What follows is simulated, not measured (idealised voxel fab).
Title: Process Module voxel quadruple lines
Each square cell in cross-section cut measures 5 nm, and the section as a whole is 290 nm wide.
Format of a cross-section: grid, square cells. Given as bands. Order: top down. Band: one or more rows of cells. Quick guide to a band line: top height, bottom height (nm) up front; then every material left to right with its width in nm. Only one material and it's marked "all across"? Then it fills the band edge to edge. And "blank" just means empty space. Measure heights from 0. That's the level where, below it, the as-received wafer is all one material. The lowest band is bottomless and extends downward; write it as in "0 down". It should be noted that a width expressed as "30 to 40" varies in equal increments from row to row of cells within the band, taking the value of the first number at the top row and that of the second number at the bottom row. Where a step carries "remained unchanged", the cross-section came out of it unchanged, cell for cell. Listed in "Enclosed voids": every empty space of 8 or more cells without an open way to the top. Form: width x height at distance, the distance being from the left edge, all in nm. Anything after a step's settings on that line? It's the simulator's own note about the step. "overlay nm", when on a step's line for a step with a mask, measures how far to the right of its planned place the mask lay; a negative measure means to the left.

## Listed below are the process steps as planned
1,RECEIVE [material Si]
2,CONFORMAL_DEP [material Al2O3] [thk nm 10]
3,DIRECTIONAL_DEP [material Ru] [thk nm 10]
4,DIRECTIONAL_DEP [material polySi] [thk nm 20]
5,DIRECTIONAL_DEP [material aC] [thk nm 20]
6,PATTERN [tone cover] [mask id MANDREL] [material resist] [width nm 25] [thk nm 25] [overlay nm 0]
7,DIRECTIONAL_ETCH [etch materials aC] [depth nm 20]
8,STRIP [etch materials resist]
9,CONFORMAL_DEP [material SiO2] [thk nm 15]
10,DIRECTIONAL_ETCH [etch materials SiO2] [depth nm 15]
11,STRIP [etch materials aC]
12,DIRECTIONAL_ETCH [etch materials polySi] [depth nm 20]
13,STRIP [etch materials SiO2]
14,CONFORMAL_DEP [material SiN] [thk nm 5]
15,DIRECTIONAL_ETCH [etch materials SiN] [depth nm 5]
16,STRIP [etch materials polySi]
17,DIRECTIONAL_ETCH [etch materials Ru] [depth nm 10]
18,STRIP [etch materials SiN]

## So, the first of our two wafers, run just as we planned it

## as received, after step 1
- 0 down = Si all across
- Enclosed voids: none

## Take a look at the wafer's cross-section after step 2
- 10 to 0 = Al2O3 all across
- Heights below 0 show no change.

## Take a look at the wafer's cross-section after step 3
- 20 to 10 = Ru all across
- Heights below 10 show no change.

## Take a look at the wafer's cross-section after step 4
- 40 to 20 = polySi all across
- Heights below 20 show no change.

## Take a look at the wafer's cross-section after step 5
- 60 to 40 = aC all across
- Heights below 40 show no change.

## Take a look at the wafer's cross-section after step 6
- 85 to 60 = blank 130, then resist 25, then blank 135
- Heights below 60 show no change.

## Take a look at the wafer's cross-section after step 7
- 65 to 60 = blank 130, then resist 25, then blank 135
- 60 to 40 = blank 130, then aC 25, then blank 135
- Heights below 40 show no change.

## Take a look at the wafer's cross-section after step 8
- 60 to 40 = blank 130, then aC 25, then blank 135
- Heights below 40 show no change.

## Take a look at the wafer's cross-section after step 9
- 75 to 60 = blank 115, then SiO2 55, then blank 120
- 60 to 55 = blank 115, then SiO2 15, then aC 25, then SiO2 15, then blank 120
- 55 to 40 = SiO2 130, then aC 25, then SiO2 135
- Heights below 40 show no change.

## Take a look at the wafer's cross-section after step 10
- 60 to 40 = blank 115, then SiO2 15, then aC 25, then SiO2 15, then blank 120
- Heights below 40 show no change.

## Take a look at the wafer's cross-section after step 11
- 60 to 40 = blank 115, then SiO2 15, then blank 25, then SiO2 15, then blank 120
- Heights below 40 show no change.

## Take a look at the wafer's cross-section after step 12
- 60 to 40 = blank 115, then SiO2 15, then blank 25, then SiO2 15, then blank 120
- 40 to 20 = blank 115, then polySi 15, then blank 25, then polySi 15, then blank 120
- Heights below 20 show no change.

## Take a look at the wafer's cross-section after step 13
- 40 to 20 = blank 115, then polySi 15, then blank 25, then polySi 15, then blank 120
- Heights below 20 show no change.

## Take a look at the wafer's cross-section after step 14
- 45 to 40 = blank 110, then SiN 25, then blank 15, then SiN 25, then blank 115
- 40 to 25 = blank 110, then SiN 5, then polySi 15, then SiN 5, then blank 15, then SiN 5, then polySi 15, then SiN 5, then blank 115
- 25 to 20 = SiN 115, then polySi 15, then SiN 25, then polySi 15, then SiN 120
- Heights below 20 show no change.

## Take a look at the wafer's cross-section after step 15
- 40 to 20 = blank 110, then SiN 5, then polySi 15, then SiN 5, then blank 15, then SiN 5, then polySi 15, then SiN 5, then blank 115
- Heights below 20 show no change.

## Take a look at the wafer's cross-section after step 16
- 40 to 20 = blank 110, then SiN 5, then blank 15, then SiN 5, then blank 15, then SiN 5, then blank 15, then SiN 5, then blank 115
- Heights below 20 show no change.

## Take a look at the wafer's cross-section after step 17
- 40 to 20 = blank 110, then SiN 5, then blank 15, then SiN 5, then blank 15, then SiN 5, then blank 15, then SiN 5, then blank 115
- 20 to 10 = blank 110, then Ru 5, then blank 15, then Ru 5, then blank 15, then Ru 5, then blank 15, then Ru 5, then blank 115
- Heights below 10 show no change.

## Take a look at the wafer's cross-section after step 18
- 20 to 10 = blank 110, then Ru 5, then blank 15, then Ru 5, then blank 15, then Ru 5, then blank 15, then Ru 5, then blank 115
- Heights below 10 show no change.

## Regarding the second of the two wafers: it shared the first wafer's starting condition and process plan, yet one error occurred during its execution. Its history coincides with that of the first wafer up to and including step 3

## Planned end of step 4: second wafer, cross-section
- 40 to 20 = aC all across
- Heights below 20 show no change.

## Planned end of step 5: second wafer, cross-section
- 60 to 40 = polySi all across
- Heights below 40 show no change.

## Planned end of step 6: second wafer, cross-section
- 85 to 60 = blank 130, then resist 25, then blank 135
- Heights below 60 show no change.

## Planned end of step 7: second wafer, cross-section
- 65 to 60 = blank 130, then resist 25, then blank 135
- Heights below 60 show no change.

## Planned end of step 8: second wafer, cross-section
- 60 to 40 = polySi all across
- Heights below 40 show no change.

## Planned end of step 9: second wafer, cross-section
- 75 to 60 = SiO2 all across
- Heights below 60 show no change.

## Planned end of step 10: second wafer, cross-section
- 60 to 40 = polySi all across
- Heights below 40 show no change.

Planned end of step 11: second wafer, cross-section: remained unchanged

## Planned end of step 12: second wafer, cross-section
- 40 to 20 = aC all across
- Heights below 20 show no change.

Planned end of step 13: second wafer, cross-section: remained unchanged

## Planned end of step 14: second wafer, cross-section
- 45 to 40 = SiN all across
- Heights below 40 show no change.

## Planned end of step 15: second wafer, cross-section
- 40 to 20 = aC all across
- Heights below 20 show no change.

Planned end of step 16: second wafer, cross-section: remained unchanged

Planned end of step 17: second wafer, cross-section: remained unchanged

Planned end of step 18: second wafer, cross-section: remained unchanged
The mistake made against the process plan was this: steps 4 and 5 got flipped, so each one ran where the other should have
Wrapping up, a cell-based count of both wafers puts the second over or under the first for these materials: +108 Ru, +232 aC
